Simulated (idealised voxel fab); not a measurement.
Documented hereafter: the process module known as voxel self aligned contacts.
cross-section cut | 200 nm wide | cells 5 nm
Bands, listed from the top down, are how a cross-section gets written in this document; the cross-section itself is a grid of square cells, and a band is one or more rows of them.
Within each band entry, the heights of the top and of the bottom of the band appear first, in that order and in nm; the materials of the band then follow from left to right, each with its corresponding width in nm. The designation "all across" on a single material indicates that it fills the band from edge to edge; the designation "air" indicates empty space.
The reference from which all heights are counted is 0, the level beneath which the as-received wafer is entirely one material; the lowest band, having no lower bound, proceeds downward and is written after the example "0 nm and below".
Top row gets the first number, bottom row gets the second, and each row in between changes by the same step: that is how a band width like "30..40" works.
Basically "no change occurred" means that step didn't change any cell in the cross-section.
The list in "Enclosed cavity list" covers empty spaces of 8 cells or more that cannot reach the top through any open way, and it gives each as width x height at distance; the distance is from the left edge, and width, height and distance are in nm.
Past the settings on a step's line: simulator remark, on that step.
"overlay nm", when on a step's line for a step with a mask, measures how far to the right of its planned place the mask lay; a negative measure means to the left.

THE STEPS PLANNED FOR THE PROCESS ARE AS FOLLOWS
1. RECEIVE,material Si
2. OXIDIZE,depth nm 5
3. DIRECTIONAL_DEP,material polySi,thk nm 30
4. DIRECTIONAL_DEP,material SiN,thk nm 25
5. MASKED_ETCH,tone cover,mask id GATE,width nm 25,pitch nm 60,etch materials SiN,depth nm 25,overlay nm 0
6. MASKED_ETCH,tone cover,mask id GATE,width nm 25,pitch nm 60,etch materials polySi,depth nm 30,overlay nm 0
7. CONFORMAL_DEP,material SiN,thk nm 10
8. DIRECTIONAL_ETCH,etch materials SiN,depth nm 10
9. FILL_DEP,material SiO2,thk nm 15
10. CMP,height nm 65
11. MASKED_ETCH,tone open,mask id CONTACT,width nm 45,pitch nm 60,etch materials SiO2,depth nm 70,overlay nm 0
12. CONFORMAL_DEP,material TiN,thk nm 5
13. FILL_DEP,material W,thk nm 10
14. CMP,height nm 65
15. CONFORMAL_DEP,material SiCN,thk nm 5

CROSS-SECTIONAL VIEW OF THE WAFER IN ITS AS-RECEIVED CONDITION, CORRESPONDING TO THE STATE AFTER STEP 1
	0 nm and below: Si all across
	Enclosed cavity list: none

CROSS-SECTIONAL VIEW OF THE FIRST OF THE TWO WAFERS UPON COMPLETION OF THE MODULE, PROCESSED IN ACCORDANCE WITH THE PLAN
	70 nm to 65 nm: SiCN all across
	65 nm to 55 nm: SiO2: 45 | TiN: 5..20 | W: 35..5 | TiN: 5..20 | SiO2: 15 | TiN: 5..20 | W: 35..5 | TiN: 5..20 | SiO2: 50
	55 nm to 30 nm: SiO2: 15 | SiN: 45 | TiN: 5 | W: 5 | TiN: 5 | SiN: 45 | TiN: 5 | W: 5 | TiN: 5 | SiN: 45 | SiO2: 20
	30 nm to 0 nm: SiO2: 15 | SiN: 10 | polySi: 25 | SiN: 10 | TiN: 5 | W: 5 | TiN: 5 | SiN: 10 | polySi: 25 | SiN: 10 | TiN: 5 | W: 5 | TiN: 5 | SiN: 10 | polySi: 25 | SiN: 10 | SiO2: 20
	0 nm to -5 nm: SiO2: 60 | TiN: 15 | SiO2: 45 | TiN: 15 | SiO2: 65
	-5 nm and below: Si all across
	Enclosed cavity list: none

END-OF-MODULE CROSS-SECTION OF THE SECOND WAFER: IDENTICAL STARTING POINT AND PROCESS PLAN TO THE FIRST, WITH ONE PROCESSING MISTAKE
	70 nm to 65 nm: SiCN all across
	65 nm to 55 nm: SiO2: 45 | TiN: 5..20 | W: 35..5 | TiN: 5..20 | SiO2: 15 | TiN: 5..20 | W: 35..5 | TiN: 5..20 | SiO2: 50
	55 nm to 40 nm: SiO2: 15 | SiN: 45 | TiN: 5 | W: 5 | TiN: 5 | SiN: 45 | TiN: 5 | W: 5 | TiN: 5 | SiN: 45 | SiO2: 20
	40 nm to 35 nm: SiO2: 15 | SiN: 45 | TiN: 15 | SiN: 45 | TiN: 15 | SiN: 45 | SiO2: 20
	35 nm to 30 nm: SiN all across
	30 nm to 0 nm: polySi all across
	0 nm to -5 nm: SiO2 all across
	-5 nm and below: Si all across
	Enclosed cavity list: none
Deviation noted in wafer processing: step 5 changed vs plan, executed as MASKED_ETCH,tone cover,mask id GATE,width nm 25,pitch nm 60,etch materials SiN,depth nm 20,overlay nm 0
Final comparison by cell count, materials where the second wafer has more or fewer than the first: SiN: 59 fewer | SiO2: 43 fewer | TiN: 32 fewer | W: 16 fewer | polySi: 150 more
